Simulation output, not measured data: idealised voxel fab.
The following process module bears the name voxel ribs on slabs.
Pictured: cross-section cut, 170 nm wide, on a grid of 5 nm square cells.
Throughout this document, each cross-section is represented as a grid of square cells and is presented as a sequence of bands enumerated from the top downward, where a band comprises one or more rows of cells. Top height, bottom height, nm. Materials left to right, width each, nm. Single material + "throughout" = fills band edge to edge. "air" = empty. Measure heights from 0. That's the level where, below it, the as-received wafer is all one material. The lowest band is bottomless and extends downward; write it as in "0 down". When a width is written as two numbers, as in "30->40", the first number is the width in the top row of cells of the band and the second is the width in its bottom row, and the width changes by the same amount from each row to the next. A step reported as "changes: none" is a step in which no cell of the cross-section changed. Enclosed voids (no open way to top), threshold 8 cells or more, entry "Tabulated closed voids", notation width x height at distance, distance from left edge, nm. Anything after a step's settings on that line? It's the simulator's own note about the step. overlay nm: on a step with a mask, how far right of its planned place the mask lay; negative means left.

**Below is the list of planned process steps**
1,RECEIVE | material Si
2,DIRECTIONAL_DEP | material SiO2 | thk nm 30
3,DIRECTIONAL_DEP | material polySi | thk nm 25
4,DIRECTIONAL_DEP | material aC | thk nm 10
5,PATTERN | tone cover | mask id RIB | material resist | width nm 25 | thk nm 30 | overlay nm 0
6,DIRECTIONAL_ETCH | etch materials aC | depth nm 10
7,STRIP | etch materials resist
8,DIRECTIONAL_ETCH | etch materials polySi | depth nm 10
9,STRIP | etch materials aC
10,MASKED_ETCH | tone cover | mask id SLAB | width nm 55 | etch materials polySi | depth nm 15 | overlay nm 0
11,FILL_DEP | material SiO2 | thk nm 25
12,CMP | height nm 75
13,DIRECTIONAL_DEP | material W | thk nm 10
14,DIRECTIONAL_DEP | material aC | thk nm 15
15,PATTERN | tone cover | mask id HEATER | material resist | width nm 35 | thk nm 30 | overlay nm 0
16,DIRECTIONAL_ETCH | etch materials aC | depth nm 15
17,STRIP | etch materials resist
18,DIRECTIONAL_ETCH | etch materials W | depth nm 10
19,STRIP | etch materials aC
20,CONFORMAL_DEP | material SiO2 | thk nm 5

**First of two wafers: run as planned**

**Cross-section: wafer on arrival = after step 1**
* 0 down = Si throughout
* Tabulated closed voids: none

**The following cross-section depicts the wafer upon completion of step 2**
* 30 to 0 = SiO2 throughout
* Everything under 0 stays put, no change at all.

**The following cross-section depicts the wafer upon completion of step 3**
* 55 to 30 = polySi throughout
* Everything under 30 stays put, no change at all.

**The following cross-section depicts the wafer upon completion of step 4**
* 65 to 55 = aC throughout
* Everything under 55 stays put, no change at all.

**The following cross-section depicts the wafer upon completion of step 5**
* 95 to 65 = 70 air; 25 resist; 75 air
* Everything under 65 stays put, no change at all.

**The following cross-section depicts the wafer upon completion of step 6**
* 85 to 65 = 70 air; 25 resist; 75 air
* 65 to 55 = 70 air; 25 aC; 75 air
* Everything under 55 stays put, no change at all.

**The following cross-section depicts the wafer upon completion of step 7**
* 65 to 55 = 70 air; 25 aC; 75 air
* Everything under 55 stays put, no change at all.

**The following cross-section depicts the wafer upon completion of step 8**
* 65 to 55 = 70 air; 25 aC; 75 air
* 55 to 45 = 70 air; 25 polySi; 75 air
* Everything under 45 stays put, no change at all.

**The following cross-section depicts the wafer upon completion of step 9**
* 55 to 45 = 70 air; 25 polySi; 75 air
* Everything under 45 stays put, no change at all.

**The following cross-section depicts the wafer upon completion of step 10**
* 55 to 45 = 70 air; 25 polySi; 75 air
* 45 to 30 = 55 air; 55 polySi; 60 air
* Everything under 30 stays put, no change at all.

**The following cross-section depicts the wafer upon completion of step 11**
* 80 to 55 = SiO2 throughout
* 55 to 45 = 70 SiO2; 25 polySi; 75 SiO2
* 45 to 30 = 55 SiO2; 55 polySi; 60 SiO2
* Everything under 30 stays put, no change at all.

**The following cross-section depicts the wafer upon completion of step 12**
* 75 to 55 = SiO2 throughout
* Everything under 55 stays put, no change at all.

**The following cross-section depicts the wafer upon completion of step 13**
* 85 to 75 = W throughout
* Everything under 75 stays put, no change at all.

**The following cross-section depicts the wafer upon completion of step 14**
* 100 to 85 = aC throughout
* Everything under 85 stays put, no change at all.

**The following cross-section depicts the wafer upon completion of step 15**
* 130 to 100 = 65 air; 35 resist; 70 air
* Everything under 100 stays put, no change at all.

**The following cross-section depicts the wafer upon completion of step 16**
* 115 to 100 = 65 air; 35 resist; 70 air
* 100 to 85 = 65 air; 35 aC; 70 air
* Everything under 85 stays put, no change at all.

**The following cross-section depicts the wafer upon completion of step 17**
* 100 to 85 = 65 air; 35 aC; 70 air
* Everything under 85 stays put, no change at all.

**The following cross-section depicts the wafer upon completion of step 18**
* 100 to 85 = 65 air; 35 aC; 70 air
* 85 to 75 = 65 air; 35 W; 70 air
* Everything under 75 stays put, no change at all.

**The following cross-section depicts the wafer upon completion of step 19**
* 85 to 75 = 65 air; 35 W; 70 air
* Everything under 75 stays put, no change at all.

**The following cross-section depicts the wafer upon completion of step 20**
* 90 to 85 = 60 air; 45 SiO2; 65 air
* 85 to 80 = 60 air; 5 SiO2; 35 W; 5 SiO2; 65 air
* 80 to 75 = 65 SiO2; 35 W; 70 SiO2
* Everything under 75 stays put, no change at all.

**Second wafer: same start and same plan as the first, one execution error; identical to the first through step 19**

Cross-section, second wafer, at the end time the plan gives for step 20: changes: none
Here's what went sideways: the plan's step 20 was left out and never carried out
Once processing is complete, comparing cell counts shows that the second wafer has more or fewer of certain materials than the first: -38 SiO2
